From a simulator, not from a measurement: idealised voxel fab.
process module | voxel fin reveal
cross-section cut | 295 nm wide | cells 5 nm
A cross-section is a grid of square cells, given in bands from the top down. A band is one or more rows of cells.
Each band's line starts with the height of the band's top and of its bottom, in nm. Then come its materials from left to right, each with its width in nm. One material with "throughout" fills the band from edge to edge. "air" is empty space.
Height 0 is the level under which the wafer as received is all one material. The lowest band goes on downwards, as in "0 down".
A width such as "30 to 40" changes by the same amount from each row of cells to the next, from the band's top row to its bottom row.
"no change" after a step means that no cell of the cross-section changed.
closed voids: empty space of 8 cells or more with no open way to the top, each as width x height at its distance from the left edge, in nm
after a step's settings: what the simulator itself notes on the step
overlay nm, on a step with a mask: how far to the right of its planned place the mask lay; to the left if negative
plan
1 op RECEIVE | material Si
2 op CONFORMAL_DEP | material SiN | thk nm 10
3 op PATTERN | tone cover | mask id FINS | material resist | width nm 15 | pitch nm 40 | thk nm 20 | overlay nm 0
4 op DIRECTIONAL_ETCH | etch materials SiN | depth nm 10
5 op DIRECTIONAL_ETCH | etch materials Si | depth nm 30
6 op STRIP | etch materials resist
7 op FILL_DEP | material SiO2 | thk nm 5
8 op CMP | height nm 10
9 op SELECTIVE_ETCH | etch materials SiO2 | depth nm 25
10 op STRIP | etch materials SiN
11 op CONFORMAL_DEP | material SiO2 | thk nm 5
as received, after step 1
  0 down: Si throughout
  closed voids: none
a wafer at the end: this start, this plan, one mistake
  0 to -15: air 100 | Si 15 | air 25 | Si 15 | air 25 | Si 15 | air 100
  -15 to -30: SiO2 100 | Si 15 | SiO2 25 | Si 15 | SiO2 25 | Si 15 | SiO2 100
  -30 down: Si throughout
  closed voids: none
what went wrong: step 11 was left out
